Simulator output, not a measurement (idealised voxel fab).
process module | voxel self aligned contacts
cross-section cut | 220 nm wide | cells 5 nm
A cross-section is a grid of square cells, given in bands from the top down. A band is one or more rows of cells.
Each band's line starts with the height of the band's top and of its bottom, in nm. Then come its materials from left to right, each with its width in nm. One material with "throughout" fills the band from edge to edge. "air" is empty space.
Height 0 is the level under which the wafer as received is all one material. The lowest band goes on downwards, as in "0 down".
A width such as "30 to 40" changes by the same amount from each row of cells to the next, from the band's top row to its bottom row.
"no change" after a step means that no cell of the cross-section changed.
closed voids: empty space of 8 cells or more with no open way to the top, each as width x height at its distance from the left edge, in nm
after a step's settings: what the simulator itself notes on the step
overlay nm, on a step with a mask: how far to the right of its planned place the mask lay; to the left if negative
plan
1 op RECEIVE | material Si
2 op OXIDIZE | depth nm 5
3 op DIRECTIONAL_DEP | material polySi | thk nm 30
4 op DIRECTIONAL_DEP | material SiN | thk nm 25
5 op PATTERN | tone cover | mask id GATE | material resist | width nm 30 | pitch nm 70 | thk nm 15 | overlay nm 0
6 op DIRECTIONAL_ETCH | etch materials SiN | depth nm 25
7 op DIRECTIONAL_ETCH | etch materials polySi | depth nm 30
8 op STRIP | etch materials resist
9 op CONFORMAL_DEP | material SiN | thk nm 10
10 op DIRECTIONAL_ETCH | etch materials SiN | depth nm 10
11 op FILL_DEP | material SiO2 | thk nm 15
12 op CMP | height nm 60
13 op PATTERN | tone open | mask id CONTACT | material resist | width nm 50 | pitch nm 70 | thk nm 15 | overlay nm 0
14 op DIRECTIONAL_ETCH | etch materials SiO2 | depth nm 65
15 op STRIP | etch materials resist
16 op CONFORMAL_DEP | material TiN | thk nm 5
17 op FILL_DEP | material W | thk nm 10
18 op CMP | height nm 60
19 op CONFORMAL_DEP | material SiN | thk nm 5
as received, after step 1
  0 down: Si throughout
  closed voids: none
a wafer at the end: this start, this plan, one mistake
  65 to 60: SiN throughout
  60 to 50: SiO2 50 | TiN 5 | W 40 | TiN 5 | SiO2 20 | TiN 5 | W 40 | TiN 5 | SiO2 50
  50 to 45: SiO2 50 | TiN 20 | W 10 | TiN 20 | SiO2 20 | TiN 20 | W 10 | TiN 20 | SiO2 50
  45 to 20: SiO2 15 | SiN 50 | TiN 5 | W 10 | TiN 5 | SiN 50 | TiN 5 | W 10 | TiN 5 | SiN 50 | SiO2 15
  20 to 0: SiO2 15 | SiN 10 | polySi 30 | SiN 10 | TiN 5 | W 10 | TiN 5 | SiN 10 | polySi 30 | SiN 10 | TiN 5 | W 10 | TiN 5 | SiN 10 | polySi 30 | SiN 10 | SiO2 15
  0 to -5: SiO2 65 | TiN 20 | SiO2 50 | TiN 20 | SiO2 65
  -5 down: Si throughout
  closed voids: none
what went wrong: step 3 ran as: op DIRECTIONAL_DEP | material polySi | thk nm 20
